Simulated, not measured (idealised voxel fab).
process module | voxel transistor to metal
cross-section cut | 205 nm wide | cells 5 nm
A cross-section is a grid of square cells, given in bands from the top down. A band is one or more rows of cells.
Each band's line starts with the height of the band's top and of its bottom, in nm. Then come its materials from left to right, each with its width in nm. One material with "throughout" fills the band from edge to edge. "air" is empty space.
Height 0 is the level under which the wafer as received is all one material. The lowest band goes on downwards, as in "0 down".
A width such as "30 to 40" changes by the same amount from each row of cells to the next, from the band's top row to its bottom row.
"no change" after a step means that no cell of the cross-section changed.
closed voids: empty space of 8 cells or more with no open way to the top, each as width x height at its distance from the left edge, in nm
after a step's settings: what the simulator itself notes on the step
overlay nm, on a step with a mask: how far to the right of its planned place the mask lay; to the left if negative
plan
1 op RECEIVE | material Si
2 op CONFORMAL_DEP | material SiO2 | thk nm 5
3 op CONFORMAL_DEP | material SiN | thk nm 15
4 op PATTERN | tone cover | mask id ACTIVE | material resist | width nm 115 | thk nm 15 | overlay nm 0
5 op DIRECTIONAL_ETCH | etch materials SiN | depth nm 15
6 op DIRECTIONAL_ETCH | etch materials SiO2 | depth nm 5
7 op DIRECTIONAL_ETCH | etch materials Si | depth nm 35
8 op STRIP | etch materials resist
9 op OXIDIZE | depth nm 5
10 op FILL_DEP | material SiO2 | thk nm 5
11 op CMP | height nm 20
12 op SELECTIVE_ETCH | etch materials SiO2 | depth nm 10
13 op STRIP | etch materials SiN
14 op SELECTIVE_ETCH | etch materials SiO2 | depth nm 5
15 op OXIDIZE | depth nm 5
16 op DIRECTIONAL_DEP | material polySi | thk nm 20
17 op DIRECTIONAL_DEP | material SiCN | thk nm 15
18 op PATTERN | tone cover | mask id GATE | material resist | width nm 35 | thk nm 15 | overlay nm 0
19 op DIRECTIONAL_ETCH | etch materials SiCN | depth nm 25
20 op DIRECTIONAL_ETCH | etch materials polySi | depth nm 30
21 op STRIP | etch materials resist
22 op CONFORMAL_DEP | material SiN | thk nm 5
23 op DIRECTIONAL_ETCH | etch materials SiN | depth nm 5
24 op DIRECTIONAL_ETCH | etch materials SiO2 | depth nm 5
25 op DIRECTIONAL_ETCH | etch materials Si | depth nm 5
26 op EPI | material nSi | thk nm 10
27 op FILL_DEP | material SiO2 | thk nm 10
28 op CMP | height nm 20
29 op STRIP | etch materials polySi
30 op SELECTIVE_ETCH | etch materials SiO2 | depth nm 5
31 op CONFORMAL_DEP | material HfO2 | thk nm 5
32 op CONFORMAL_DEP | material TiN | thk nm 5
33 op FILL_DEP | material W | thk nm 5
34 op CMP | height nm 15
35 op DIRECTIONAL_DEP | material SiO2 | thk nm 10
36 op MASKED_ETCH | tone open | mask id CONTACT | width nm 20 | pitch nm 85 | etch materials SiO2 | depth nm 25 | overlay nm 0
37 op CONFORMAL_DEP | material TiN | thk nm 5
38 op FILL_DEP | material Ru | thk nm 5
39 op CMP | height nm 25
40 op CONFORMAL_DEP | material SiCN | thk nm 5
41 op DIRECTIONAL_DEP | material lowk | thk nm 25
42 op MASKED_ETCH | tone open | mask id METAL_1 | width nm 20 | pitch nm 85 | etch materials lowk | depth nm 25 | overlay nm 0
43 op MASKED_ETCH | tone open | mask id METAL_1 | width nm 20 | pitch nm 85 | etch materials SiCN | depth nm 5 | overlay nm 0
44 op CONFORMAL_DEP | material TiN | thk nm 5
45 op FILL_DEP | material Cu | thk nm 5
46 op CMP | height nm 55
47 op CONFORMAL_DEP | material SiCN | thk nm 5
48 op DIRECTIONAL_DEP | material lowk | thk nm 30
49 op DIRECTIONAL_DEP | material aC | thk nm 10
50 op PATTERN | tone open | mask id METAL_2_HOLES | material resist | width nm 15 | pitch nm 85 | thk nm 25 | overlay nm 0
51 op DIRECTIONAL_ETCH | etch materials aC | depth nm 10
52 op STRIP | etch materials resist
53 op DIRECTIONAL_ETCH | etch materials lowk | depth nm 30
54 op STRIP | etch materials aC
55 op DIRECTIONAL_DEP | material aC | thk nm 10
56 op PATTERN | tone open | mask id METAL_2 | material resist | width nm 20 | pitch nm 85 | thk nm 25 | overlay nm 0
57 op DIRECTIONAL_ETCH | etch materials aC | depth nm 10
58 op STRIP | etch materials resist
59 op DIRECTIONAL_ETCH | etch materials lowk | depth nm 15
60 op DIRECTIONAL_ETCH | etch materials SiCN | depth nm 5
61 op STRIP | etch materials aC
62 op CONFORMAL_DEP | material TiN | thk nm 5
63 op FILL_DEP | material Cu | thk nm 5
64 op CMP | height nm 90
65 op CONFORMAL_DEP | material SiN | thk nm 5
as received, after step 1
  0 down: Si throughout
  closed voids: none
first wafer at the end, as planned
  95 to 90: SiN throughout
  90 to 80: lowk 50 | TiN 5 | Cu 10 | TiN 5 | lowk 65 | TiN 5 | Cu 10 | TiN 5 | lowk 50
  80 to 75: lowk 50 | TiN 5 | Cu 5 | TiN 10 | lowk 65 | TiN 5 | Cu 5 | TiN 10 | lowk 50
  75 to 60: lowk 50 | TiN 5 | Cu 5 | TiN 5 | lowk 70 | TiN 5 | Cu 5 | TiN 5 | lowk 55
  60 to 55: SiCN 50 | TiN 15 | SiCN 70 | TiN 15 | SiCN 55
  55 to 30: lowk 50 | TiN 5 | Cu 10 | TiN 5 | lowk 65 | TiN 5 | Cu 10 | TiN 5 | lowk 50
  30 to 25: SiCN 50 | TiN 20 | SiCN 65 | TiN 20 | SiCN 50
  25 to 15: SiO2 50 | TiN 5 | Ru 10 | TiN 5 | SiO2 65 | TiN 5 | Ru 10 | TiN 5 | SiO2 50
  15 to 5: SiO2 50 | TiN 5 | Ru 10 | TiN 5 | SiO2 10 | SiN 5 | HfO2 5 | TiN 5 | W 15 | TiN 5 | HfO2 5 | SiN 5 | SiO2 10 | TiN 5 | Ru 10 | TiN 5 | SiO2 50
  5 to 0: SiO2 40 | SiN 5 | SiO2 5 | TiN 20 | nSi 10 | SiN 5 | HfO2 5 | TiN 25 | HfO2 5 | SiN 5 | nSi 10 | TiN 20 | SiO2 5 | SiN 5 | SiO2 40
  0 to -5: SiO2 45 | nSi 35 | HfO2 45 | nSi 35 | SiO2 45
  -5 to -10: SiO2 50 | nSi 30 | Si 45 | nSi 30 | SiO2 50
  -10 to -40: SiO2 50 | Si 105 | SiO2 50
  -40 down: Si throughout
  closed voids: none
second wafer at the end: like start, like plan, one mistake
  95 to 90: SiN throughout
  90 to 80: lowk 50 | TiN 5 | Cu 10 | TiN 5 | lowk 65 | TiN 5 | Cu 10 | TiN 5 | lowk 50
  80 to 75: lowk 50 | TiN 5 | Cu 5 | TiN 10 | lowk 65 | TiN 5 | Cu 5 | TiN 10 | lowk 50
  75 to 60: lowk 50 | TiN 5 | Cu 5 | TiN 5 | lowk 70 | TiN 5 | Cu 5 | TiN 5 | lowk 55
  60 to 55: SiCN 50 | TiN 15 | SiCN 70 | TiN 15 | SiCN 55
  55 to 35: lowk 50 | TiN 5 | Cu 10 | TiN 5 | lowk 65 | TiN 5 | Cu 10 | TiN 5 | lowk 50
  35 to 30: lowk 50 | TiN 5 | Cu 5 | TiN 10 | lowk 65 | TiN 5 | Cu 5 | TiN 10 | lowk 50
  30 to 25: SiCN 50 | TiN 15 | SiCN 70 | TiN 15 | SiCN 55
  25 to 15: SiO2 50 | TiN 5 | Ru 10 | TiN 5 | SiO2 65 | TiN 5 | Ru 10 | TiN 5 | SiO2 50
  15 to 5: SiO2 50 | TiN 5 | Ru 10 | TiN 5 | SiO2 10 | SiN 5 | HfO2 5 | TiN 5 | W 15 | TiN 5 | HfO2 5 | SiN 5 | SiO2 10 | TiN 5 | Ru 10 | TiN 5 | SiO2 50
  5 to 0: SiO2 40 | SiN 5 | SiO2 5 | TiN 20 | nSi 10 | SiN 5 | HfO2 5 | TiN 25 | HfO2 5 | SiN 5 | nSi 10 | TiN 20 | SiO2 5 | SiN 5 | SiO2 40
  0 to -5: SiO2 45 | nSi 35 | HfO2 45 | nSi 35 | SiO2 45
  -5 to -10: SiO2 50 | nSi 30 | Si 45 | nSi 30 | SiO2 50
  -10 to -40: SiO2 50 | Si 105 | SiO2 50
  -40 down: Si throughout
  closed voids: none
what went wrong: step 43 ran as: op MASKED_ETCH | tone open | mask id METAL_1 | width nm 20 | pitch nm 85 | etch materials SiCN | depth nm 5 | overlay nm -5
at the end the second wafer has, in cells: 2 fewer of Cu | 2 more of SiCN
